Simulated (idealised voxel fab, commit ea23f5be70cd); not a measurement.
process module | voxel capacitor over wiring
cross-section cut | 190 nm wide | cells 5 nm
A cross-section is a grid of square cells, given in bands from the top down. A band is one or more rows of cells.
Each band's line starts with the height of the band's top and of its bottom, in nm. Then come its materials from left to right, each with its width in nm. One material with "throughout" fills the band from edge to edge. "air" is empty space.
Height 0 is the level under which the wafer as received is all one material. The lowest band goes on downwards, as in "0 down".
A width such as "30 to 40" changes by the same amount from each row of cells to the next, from the band's top row to its bottom row.
"no change" after a step means that no cell of the cross-section changed.
closed voids: empty space of 8 cells or more with no open way to the top, each as width x height at its distance from the left edge, in nm
after a step's settings: what the simulator itself notes on the step
overlay nm, on a step with a mask: how far to the right of its planned place the mask lay; to the left if negative
plan
1 op RECEIVE | material Si
2 op CONFORMAL_DEP | material SiO2 | thk nm 10
3 op DIRECTIONAL_DEP | material TiN | thk nm 5
4 op DIRECTIONAL_DEP | material Ru | thk nm 25
5 op PATTERN | tone cover | mask id METAL_1 | material resist | width nm 20 | pitch nm 75 | thk nm 15 | overlay nm 0
6 op DIRECTIONAL_ETCH | etch materials Ru | depth nm 25
7 op DIRECTIONAL_ETCH | etch materials TiN | depth nm 5
8 op STRIP | etch materials resist
9 op FILL_DEP | material SiO2 | thk nm 10
10 op CMP | height nm 40
11 op CONFORMAL_DEP | material SiCN | thk nm 5
12 op DIRECTIONAL_DEP | material SiO2 | thk nm 10
13 op PATTERN | tone open | mask id PLUG_1 | material resist | width nm 15 | thk nm 20 | overlay nm 0
14 op DIRECTIONAL_ETCH | etch materials SiO2 | depth nm 10
15 op DIRECTIONAL_ETCH | etch materials SiCN | depth nm 5
16 op STRIP | etch materials resist
17 op EPI | material Ru | thk nm 10
18 op EPI | material Ru | thk nm 5
19 op DIRECTIONAL_DEP | material TiN | thk nm 10
20 op DIRECTIONAL_DEP | material HfO2 | thk nm 5
21 op DIRECTIONAL_DEP | material TiN | thk nm 10
22 op PATTERN | tone cover | mask id UPPER_PLATE | material resist | width nm 60 | thk nm 20 | overlay nm 0
23 op DIRECTIONAL_ETCH | etch materials TiN | depth nm 10
24 op DIRECTIONAL_ETCH | etch materials HfO2 | depth nm 5
25 op STRIP | etch materials resist
26 op DIRECTIONAL_DEP | material aC | thk nm 10
27 op PATTERN | tone cover | mask id LOWER_PLATE | material resist | width nm 70 | thk nm 30 | overlay nm -15
28 op DIRECTIONAL_ETCH | etch materials aC | depth nm 10
29 op STRIP | etch materials resist
30 op DIRECTIONAL_ETCH | etch materials TiN | depth nm 10
31 op STRIP | etch materials aC
32 op FILL_DEP | material SiO2 | thk nm 15
33 op CMP | height nm 90
34 op MASKED_ETCH | tone open | mask id PLUG_2 | width nm 15 | etch materials SiO2 | depth nm 10 | overlay nm 0
35 op CONFORMAL_DEP | material TiN | thk nm 5
36 op FILL_DEP | material W | thk nm 5
37 op CMP | height nm 90
38 op CONFORMAL_DEP | material SiCN | thk nm 5
varied across the wafers: overlay nm of step 27. The plan shows the first wafer's value. All wafers start alike
first wafer as received, after step 1
  0 down: Si throughout
  closed voids: none
each wafer at the end: cells of each material gained (+) or lost (-) since it was received, then its closed voids
overlay nm -15 | +12 HfO2 | +49 Ru | +73 SiCN | +522 SiO2 | +65 TiN | +1 W | closed voids: none
overlay nm -10 | +12 HfO2 | +49 Ru | +73 SiCN | +522 SiO2 | +65 TiN | +1 W | closed voids: none
overlay nm -5 | +12 HfO2 | +49 Ru | +73 SiCN | +522 SiO2 | +65 TiN | +1 W | closed voids: none
overlay nm 0 | +12 HfO2 | +49 Ru | +73 SiCN | +522 SiO2 | +65 TiN | +1 W | closed voids: none
overlay nm 5 | +12 HfO2 | +49 Ru | +73 SiCN | +522 SiO2 | +65 TiN | +1 W | closed voids: none
overlay nm 10 | +12 HfO2 | +49 Ru | +73 SiCN | +522 SiO2 | +65 TiN | +1 W | closed voids: none
overlay nm 15 | +12 HfO2 | +49 Ru | +73 SiCN | +522 SiO2 | +65 TiN | +1 W | closed voids: none
